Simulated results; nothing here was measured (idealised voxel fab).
Process module, titled voxel gate over fins
Pictured: cross-section cut, 250 nm wide, on a grid of 5 nm square cells.
For the purposes of this document, a cross-section shall be understood as a grid of square cells, specified as bands listed in top-to-bottom order, each band consisting of one or more rows of cells. Read a band's entry like this: the first values are the height of its top and the height of its bottom in nm, and what follows is the sequence of materials from left to right, each with its width in nm. Note that "blank" is empty space, and that a single material marked "all across" reaches across the band from edge to edge. Zero point of the height axis is 0; under it, received wafer = one material. Lowest band: continues down indefinitely, "0 down". Width: "30..40" (first number = top row, second number = bottom row, same change from row to row of cells). "no alteration" for a step: no cell of the cross-section changed in that step. Reported under the label "Closed void table" are the empty spaces having no open way to the top and comprising 8 cells or more; the notation for each is width x height at distance, in which the distance is measured from the left edge and all three values are in nm. Anything after a step's settings on that line? It's the simulator's own note about the step. overlay nm: for a step with a mask, the amount by which the mask lay right of where it was planned; a negative amount means left of it.

### Here's what the planned process steps look like
- 1: RECEIVE with material Si
- 2: CONFORMAL_DEP with material SiN, thk nm 5
- 3: MASKED_ETCH with tone cover, mask id FINS, width nm 15, pitch nm 35, etch materials SiN, depth nm 5, overlay nm 0
- 4: MASKED_ETCH with tone cover, mask id FINS, width nm 15, pitch nm 35, etch materials Si, depth nm 40, overlay nm 0
- 5: FILL_DEP with material SiO2, thk nm 15
- 6: CMP with height nm 5
- 7: SELECTIVE_ETCH with etch materials SiO2, depth nm 15
- 8: STRIP with etch materials SiN
- 9: CONFORMAL_DEP with material HfO2, thk nm 5
- 10: CONFORMAL_DEP with material TiN, thk nm 5
- 11: FILL_DEP with material W, thk nm 10
- 12: CMP with height nm 15
- 13: CONFORMAL_DEP with material SiN, thk nm 5

### As-received wafer cross-section (after step 1)
> 0 down  Si all across
> Closed void table: none

### Cross-sectional view of the first of the two wafers upon completion of the module, processed in accordance with the plan
> 20 to 15  SiN all across
> 15 to 10  W all across
> 10 to 5  90 of W  70 of TiN  90 of W
> 5 to 0  90 of W  5 of TiN  25 of HfO2  10 of TiN  25 of HfO2  5 of TiN  90 of W
> 0 to -5  95 of TiN  5 of HfO2  15 of Si  5 of HfO2  10 of TiN  5 of HfO2  15 of Si  5 of HfO2  95 of TiN
> -5 to -10  100 of HfO2  15 of Si  20 of HfO2  15 of Si  100 of HfO2
> -10 to -40  100 of SiO2  15 of Si  20 of SiO2  15 of Si  100 of SiO2
> -40 down  Si all across
> Closed void table: none

### Second wafer cross-section at end of module - shared start and plan with the first, one mistake in the run
> 20 to 15  SiN all across
> 15 to 5  W all across
> 5 to 0  95 of W  25 of TiN  10 of W  25 of TiN  95 of W
> 0 to -5  95 of W  5 of TiN  15 of Si  5 of TiN  10 of W  5 of TiN  15 of Si  5 of TiN  95 of W
> -5 to -10  100 of TiN  15 of Si  20 of TiN  15 of Si  100 of TiN
> -10 to -40  100 of SiO2  15 of Si  20 of SiO2  15 of Si  100 of SiO2
> -40 down  Si all across
> Closed void table: none
The mistake made against the process plan was this: the run left out plan step 9 entirely, so it was never executed
End of process, cell counts, second wafer against first, materials with more or fewer: HfO2 -58; W +58
